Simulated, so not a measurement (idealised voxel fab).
process module | voxel gate over fins
Square cells of 5 nm make up the cross-section cut, whose width is 265 nm.
Cross-section spec: square-cell grid; bands listed top down; each band is one or more rows.
The band entry comprises the height of the band's top followed by the height of its bottom, expressed in nm, and subsequently the band's materials from left to right, each stated together with its width in nm. Where a single material is marked with the word "everywhere", that material fills the band from edge to edge. The word "blank" represents empty space.
Height reference: 0 = level under which incoming wafer is all one material. Lowest band: no bottom, runs on downward, e.g. "from 0 down".
With a width like "30 to 40", each row of cells in the band differs from the next by the same amount, the top row carrying the first number and the bottom row the second.
What does "no alterations made" mean for a step? It means no cell of the cross-section changed in that step.
Any empty space of 8 cells or more lacking an open way to the top shows up in "Cavities, sealed" as width x height at distance, distance from the left edge, in nm.
That trailing text on a step's line, after the settings, is the simulator's own remark on the step.
overlay nm: where the mask lay relative to plan, measured to the right, on steps with a mask; negatives go left.

-- Intended process steps
1) RECEIVE with material Si
2) CONFORMAL_DEP with material SiN, thk nm 10
3) DIRECTIONAL_DEP with material aC, thk nm 10
4) PATTERN with tone cover, mask id FINS, material resist, width nm 15, pitch nm 50, thk nm 30, overlay nm 0
5) DIRECTIONAL_ETCH with etch materials aC, depth nm 10
6) STRIP with etch materials resist
7) DIRECTIONAL_ETCH with etch materials SiN, depth nm 10
8) DIRECTIONAL_ETCH with etch materials Si, depth nm 30
9) STRIP with etch materials aC
10) FILL_DEP with material SiO2, thk nm 10
11) CMP with height nm 10
12) PATTERN with tone open, mask id RAIL, material resist, width nm 15, thk nm 20, overlay nm 0
13) DIRECTIONAL_ETCH with etch materials SiO2, depth nm 35
14) STRIP with etch materials resist
15) CONFORMAL_DEP with material TiN, thk nm 5
16) FILL_DEP with material W, thk nm 10
17) CMP with height nm 10
18) SELECTIVE_ETCH with etch materials W Ru TiN, depth nm 25
19) FILL_DEP with material SiO2, thk nm 5
20) CMP with height nm 10
21) SELECTIVE_ETCH with etch materials SiO2, depth nm 20
22) STRIP with etch materials SiN
23) CONFORMAL_DEP with material HfO2, thk nm 5
24) CONFORMAL_DEP with material TiN, thk nm 5
25) FILL_DEP with material W, thk nm 15
26) CMP with height nm 20
27) CONFORMAL_DEP with material SiCN, thk nm 5

-- The cross-section here shows the wafer as received, i.e. in its state after step 1
- from 0 down | Si everywhere
- Cavities, sealed: none

-- The following cross-section depicts the wafer upon conclusion of the module. Processing commenced from the starting condition illustrated above and adhered to the plan illustrated above, save for one mistake in execution
- from 25 to 20 | SiCN everywhere
- from 20 to 10 | W everywhere
- from 10 to 5 | W (90); TiN (85); W (90)
- from 5 to 0 | W (90); TiN (5); HfO2 (75); TiN (5); W (90)
- from 0 to -5 | TiN (95); HfO2 (5); Si (15); HfO2 (10); TiN (5); W (5); TiN (5); HfO2 (10); Si (15); HfO2 (5); TiN (95)
- from -5 to -10 | HfO2 (100); Si (15); HfO2 (10); TiN (5); W (5); TiN (5); HfO2 (10); Si (15); HfO2 (100)
- from -10 to -20 | SiO2 (100); Si (15); SiO2 (10); TiN (5); W (5); TiN (5); SiO2 (10); Si (15); SiO2 (100)
- from -20 to -25 | SiO2 (100); Si (15); SiO2 (10); TiN (15); SiO2 (10); Si (15); SiO2 (100)
- from -25 to -30 | SiO2 (100); Si (15); SiO2 (35); Si (15); SiO2 (100)
- from -30 down | Si everywhere
- Cavities, sealed: none
So what did we get wrong on this run? step 17 was left out
